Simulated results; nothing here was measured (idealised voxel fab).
process module | voxel ribs on slabs
cross-section cut | 175 nm wide | cells 5 nm
A cross-section is a grid of square cells, given in bands from the top down. A band is one or more rows of cells.
Each band's line starts with the height of the band's top and of its bottom, in nm. Then come its materials from left to right, each with its width in nm. One material with "throughout" fills the band from edge to edge. "air" is empty space.
Height 0 is the level under which the wafer as received is all one material. The lowest band goes on downwards, as in "0 down".
A width such as "30 to 40" changes by the same amount from each row of cells to the next, from the band's top row to its bottom row.
"no change" after a step means that no cell of the cross-section changed.
closed voids: empty space of 8 cells or more with no open way to the top, each as width x height at its distance from the left edge, in nm
after a step's settings: what the simulator itself notes on the step
overlay nm, on a step with a mask: how far to the right of its planned place the mask lay; to the left if negative
plan
1 op RECEIVE | material Si
2 op DIRECTIONAL_DEP | material SiO2 | thk nm 20
3 op DIRECTIONAL_DEP | material SiN | thk nm 15
4 op DIRECTIONAL_DEP | material aC | thk nm 10
5 op PATTERN | tone cover | mask id RIB | material resist | width nm 25 | thk nm 25 | overlay nm 0
6 op DIRECTIONAL_ETCH | etch materials aC | depth nm 10
7 op STRIP | etch materials resist
8 op DIRECTIONAL_ETCH | etch materials SiN | depth nm 5
9 op STRIP | etch materials aC
10 op MASKED_ETCH | tone cover | mask id SLAB | width nm 85 | etch materials SiN | depth nm 10 | overlay nm 0
11 op FILL_DEP | material SiO2 | thk nm 25
12 op CMP | height nm 50
13 op DIRECTIONAL_DEP | material W | thk nm 5
14 op DIRECTIONAL_DEP | material aC | thk nm 10
15 op PATTERN | tone cover | mask id HEATER | material resist | width nm 35 | thk nm 25 | overlay nm 0
16 op DIRECTIONAL_ETCH | etch materials aC | depth nm 10
17 op STRIP | etch materials resist
18 op DIRECTIONAL_ETCH | etch materials W | depth nm 5
19 op STRIP | etch materials aC
20 op CONFORMAL_DEP | material SiO2 | thk nm 5
first wafer, as planned
as received, after step 1
  0 down: Si throughout
  closed voids: none
after step 2
  20 to 0: SiO2 throughout
  below 0: unchanged
after step 3
  35 to 20: SiN throughout
  below 20: unchanged
after step 4
  45 to 35: aC throughout
  below 35: unchanged
after step 5
  70 to 45: air 75 | resist 25 | air 75
  below 45: unchanged
after step 6
  60 to 45: air 75 | resist 25 | air 75
  45 to 35: air 75 | aC 25 | air 75
  below 35: unchanged
after step 7
  45 to 35: air 75 | aC 25 | air 75
  below 35: unchanged
after step 8
  45 to 35: air 75 | aC 25 | air 75
  35 to 30: air 75 | SiN 25 | air 75
  below 30: unchanged
after step 9
  35 to 30: air 75 | SiN 25 | air 75
  below 30: unchanged
after step 10
  35 to 30: air 75 | SiN 25 | air 75
  30 to 20: air 45 | SiN 85 | air 45
  below 20: unchanged
after step 11
  60 to 35: SiO2 throughout
  35 to 30: SiO2 75 | SiN 25 | SiO2 75
  30 to 20: SiO2 45 | SiN 85 | SiO2 45
  below 20: unchanged
after step 12
  50 to 35: SiO2 throughout
  below 35: unchanged
after step 13
  55 to 50: W throughout
  below 50: unchanged
after step 14
  65 to 55: aC throughout
  below 55: unchanged
after step 15
  90 to 65: air 70 | resist 35 | air 70
  below 65: unchanged
after step 16
  80 to 65: air 70 | resist 35 | air 70
  65 to 55: air 70 | aC 35 | air 70
  below 55: unchanged
after step 17
  65 to 55: air 70 | aC 35 | air 70
  below 55: unchanged
after step 18
  65 to 55: air 70 | aC 35 | air 70
  55 to 50: air 70 | W 35 | air 70
  below 50: unchanged
after step 19
  55 to 50: air 70 | W 35 | air 70
  below 50: unchanged
after step 20
  60 to 55: air 65 | SiO2 45 | air 65
  55 to 50: SiO2 70 | W 35 | SiO2 70
  below 50: unchanged
second wafer: like start, like plan, one mistake. Through step 2 it matches the first wafer
when step 3 should have ended
  45 to 20: SiN throughout
  below 20: unchanged
when step 4 should have ended
  55 to 45: aC throughout
  below 45: unchanged
when step 5 should have ended
  80 to 55: air 75 | resist 25 | air 75
  below 55: unchanged
when step 6 should have ended
  70 to 55: air 75 | resist 25 | air 75
  55 to 45: air 75 | aC 25 | air 75
  below 45: unchanged
when step 7 should have ended
  55 to 45: air 75 | aC 25 | air 75
  below 45: unchanged
when step 8 should have ended
  55 to 45: air 75 | aC 25 | air 75
  45 to 40: air 75 | SiN 25 | air 75
  below 40: unchanged
when step 9 should have ended
  45 to 40: air 75 | SiN 25 | air 75
  below 40: unchanged
when step 10 should have ended
  45 to 40: air 75 | SiN 25 | air 75
  40 to 30: air 45 | SiN 85 | air 45
  below 30: unchanged
when step 11 should have ended
  70 to 45: SiO2 throughout
  45 to 40: SiO2 75 | SiN 25 | SiO2 75
  40 to 30: SiO2 45 | SiN 85 | SiO2 45
  below 30: unchanged
when step 12 should have ended
  50 to 45: SiO2 throughout
  below 45: unchanged
when step 13 should have ended
  55 to 50: W throughout
  below 50: unchanged
when step 14 should have ended
  65 to 55: aC throughout
  below 55: unchanged
when step 15 should have ended
  90 to 65: air 70 | resist 35 | air 70
  below 65: unchanged
when step 16 should have ended
  80 to 65: air 70 | resist 35 | air 70
  65 to 55: air 70 | aC 35 | air 70
  below 55: unchanged
when step 17 should have ended
  65 to 55: air 70 | aC 35 | air 70
  below 55: unchanged
when step 18 should have ended
  65 to 55: air 70 | aC 35 | air 70
  55 to 50: air 70 | W 35 | air 70
  below 50: unchanged
when step 19 should have ended
  55 to 50: air 70 | W 35 | air 70
  below 50: unchanged
when step 20 should have ended
  60 to 55: air 65 | SiO2 45 | air 65
  55 to 50: SiO2 70 | W 35 | SiO2 70
  below 50: unchanged
what went wrong: step 3 ran as: op DIRECTIONAL_DEP | material SiN | thk nm 25
at the end the second wafer has, in cells: 70 more of SiN | 70 fewer of SiO2
